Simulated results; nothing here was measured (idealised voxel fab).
Module name: voxel quadruple lines (process module)
Section cut is 140 nm wide and gridded with 5 nm square cells.
When this document writes out a cross-section, it uses a grid of square cells and lists it as bands, beginning at the top and moving down, with a band standing for one or more rows of cells. Band entry format. Leading values: height of top, height of bottom, nm. Remainder: materials in left-to-right order, each with its width in nm. Special words: "all across" on a single material, which then fills the band edge to edge; "blank", empty space. It should be noted that heights are counted from 0, beneath which the wafer as supplied is of one material throughout, and that the lowest band possesses no lower boundary but continues downward, as written in "top 0, no bottom". When a width is written as two numbers, as in "30->40", the first number is the width in the top row of cells of the band and the second is the width in its bottom row, and the width changes by the same amount from each row to the next. Given "no alteration" for a step, no cell of the cross-section differs between before and after that step. Heads up: "Tabulated closed voids" only lists the empty pockets with no open path to the top that are 8 cells or more, and it writes them as width x height at distance, distance from the left edge, in nm. It should be noted that, on the line of a given step, the content following the step's settings is a remark produced by the simulator itself with respect to that step. overlay nm: how far to the right of its planned place the mask lay on this masked step (negative: to the left).

These are the steps we planned for the process
1,RECEIVE with material Si
2,CONFORMAL_DEP with material SiO2, thk nm 5
3,DIRECTIONAL_DEP with material TiN, thk nm 10
4,DIRECTIONAL_DEP with material polySi, thk nm 15
5,DIRECTIONAL_DEP with material aC, thk nm 20
6,PATTERN with tone cover, mask id MANDREL, material resist, width nm 35, thk nm 25, overlay nm 0
7,DIRECTIONAL_ETCH with etch materials aC, depth nm 20
8,STRIP with etch materials resist
9,CONFORMAL_DEP with material SiO2, thk nm 15
10,DIRECTIONAL_ETCH with etch materials SiO2, depth nm 15
11,STRIP with etch materials aC
12,DIRECTIONAL_ETCH with etch materials polySi, depth nm 15
13,STRIP with etch materials SiO2
14,CONFORMAL_DEP with material SiCN, thk nm 10
15,DIRECTIONAL_ETCH with etch materials SiCN, depth nm 10
16,STRIP with etch materials polySi
17,DIRECTIONAL_ETCH with etch materials TiN, depth nm 10
18,STRIP with etch materials SiCN
19,FILL_DEP with material SiO2, thk nm 10
20,CMP with height nm 15

Received-state cross-section, reflecting completion of step 1
	top 0, no bottom = Si all across
	Tabulated closed voids: none

Cross-sectional image of the first of two wafers at the end of the module, the run having proceeded as planned
	top 15, bottom 5 = SiO2 25; TiN 10; SiO2 15; TiN 10; SiO2 15; TiN 10; SiO2 15; TiN 10; SiO2 30
	top 5, bottom 0 = SiO2 all across
	top 0, no bottom = Si all across
	Tabulated closed voids: none

Now the second wafer, cross-sectioned at the end of the module. Nothing different at the start, nothing different in the plan compared with the first, just one mistake when it was actually run
	top 15, bottom 10 = SiO2 all across
	top 10, bottom 0 = SiO2 25; TiN 10; SiO2 15; TiN 10; SiO2 15; TiN 10; SiO2 15; TiN 10; SiO2 30
	top 0, no bottom = Si all across
	Tabulated closed voids: none
What went wrong in running the wafer? not run: step 2 of the plan (skipped)
Comparing end states, the material composition by cell count is preserved from the first wafer to the second, while the locations of the cells are not.
